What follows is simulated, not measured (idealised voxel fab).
The following is a process module called voxel gate over fins.
The figure presents cross-section cut, which has a width of 210 nm and is divided into square cells with an edge length of 5 nm.
Throughout this document, each cross-section is represented as a grid of square cells and is presented as a sequence of bands enumerated from the top downward, where a band comprises one or more rows of cells. Band: top and bottom heights (nm) first, top before bottom; then materials from left to right, widths in nm. "all across" marks a sole material filling the band edge to edge. "air" denotes empty space. It should be noted that heights are counted from 0, beneath which the wafer as supplied is of one material throughout, and that the lowest band possesses no lower boundary but continues downward, as written in "from 0 down". It should be noted that a width expressed as "30..40" varies in equal increments from row to row of cells within the band, taking the value of the first number at the top row and that of the second number at the bottom row. "left unchanged" -> step changed no cross-section cell. What "Sealed cavities" gives you is every empty space of 8 cells or more that is cut off from the top. Each appears as width x height at distance, with the distance taken from the left edge and width, height and distance all in nm. If you see something after the settings on a step's line, that's the simulator's own remark about that step. A step line may carry the setting "overlay nm", which, for steps involving a mask, states the distance by which the mask lay to the right of its intended position; negative values denote displacement to the left.
[Set out below are the planned steps of the process]
1) RECEIVE | material Si
2) CONFORMAL_DEP | material SiN | thk nm 5
3) DIRECTIONAL_DEP | material aC | thk nm 10
4) PATTERN | tone cover | mask id FINS | material resist | width nm 15 | pitch nm 35 | thk nm 30 | overlay nm 0
5) DIRECTIONAL_ETCH | etch materials aC | depth nm 10
6) STRIP | etch materials resist
7) DIRECTIONAL_ETCH | etch materials SiN | depth nm 5
8) DIRECTIONAL_ETCH | etch materials Si | depth nm 35
9) STRIP | etch materials aC
10) OXIDIZE | depth nm 5
11) FILL_DEP | material SiO2 | thk nm 15
12) CMP | height nm 5
13) SELECTIVE_ETCH | etch materials SiO2 | depth nm 20
14) STRIP | etch materials SiN
15) CONFORMAL_DEP | material HfO2 | thk nm 5
16) CONFORMAL_DEP | material TiN | thk nm 5
17) CONFORMAL_DEP | material TiAl | thk nm 5
18) CONFORMAL_DEP | material TiN | thk nm 5
19) FILL_DEP | material W | thk nm 15
20) CMP | height nm 30
21) CONFORMAL_DEP | material SiN | thk nm 5
[As received (post step 1): cross-section]
* from 0 down = Si all across
* Sealed cavities: none
[Final wafer profile in cross-section after the module, from the same start and plan as above, with one mistake made during processing]
* from 35 to 30 = SiN all across
* from 30 to 20 = W all across
* from 20 to 15 = 30 W / 150 TiN / 30 W
* from 15 to 10 = 30 W / 5 TiN / 140 TiAl / 5 TiN / 30 W
* from 10 to 5 = 30 W / 5 TiN / 5 TiAl / 25 TiN / 10 TiAl / 25 TiN / 10 TiAl / 25 TiN / 10 TiAl / 25 TiN / 5 TiAl / 5 TiN / 30 W
* from 5 to 0 = 35 TiN / 5 TiAl / 5 TiN / 15 HfO2 / 5 TiN / 10 TiAl / 5 TiN / 15 HfO2 / 5 TiN / 10 TiAl / 5 TiN / 15 HfO2 / 5 TiN / 10 TiAl / 5 TiN / 15 HfO2 / 5 TiN / 5 TiAl / 35 TiN
* from 0 to -5 = 40 TiAl / 5 TiN / 5 HfO2 / 5 Si / 5 HfO2 / 5 TiN / 10 TiAl / 5 TiN / 5 HfO2 / 5 Si / 5 HfO2 / 5 TiN / 10 TiAl / 5 TiN / 5 HfO2 / 5 Si / 5 HfO2 / 5 TiN / 10 TiAl / 5 TiN / 5 HfO2 / 5 Si / 5 HfO2 / 5 TiN / 40 TiAl
* from -5 to -10 = 35 TiN / 5 TiAl / 5 TiN / 5 HfO2 / 5 Si / 5 HfO2 / 5 TiN / 10 TiAl / 5 TiN / 5 HfO2 / 5 Si / 5 HfO2 / 5 TiN / 10 TiAl / 5 TiN / 5 HfO2 / 5 Si / 5 HfO2 / 5 TiN / 10 TiAl / 5 TiN / 5 HfO2 / 5 Si / 5 HfO2 / 5 TiN / 5 TiAl / 35 TiN
* from -10 to -15 = 30 HfO2 / 15 TiN / 5 HfO2 / 5 Si / 5 HfO2 / 20 TiN / 5 HfO2 / 5 Si / 5 HfO2 / 20 TiN / 5 HfO2 / 5 Si / 5 HfO2 / 20 TiN / 5 HfO2 / 5 Si / 5 HfO2 / 15 TiN / 30 HfO2
* from -15 to -20 = 25 SiO2 / 25 HfO2 / 5 Si / 30 HfO2 / 5 Si / 30 HfO2 / 5 Si / 30 HfO2 / 5 Si / 25 HfO2 / 25 SiO2
* from -20 to -40 = 50 SiO2 / 5 Si / 30 SiO2 / 5 Si / 30 SiO2 / 5 Si / 30 SiO2 / 5 Si / 50 SiO2
* from -40 down = Si all across
* Sealed cavities: none
Deviation noted in wafer processing: note: step 13 <-> step 14, run order reversed vs plan
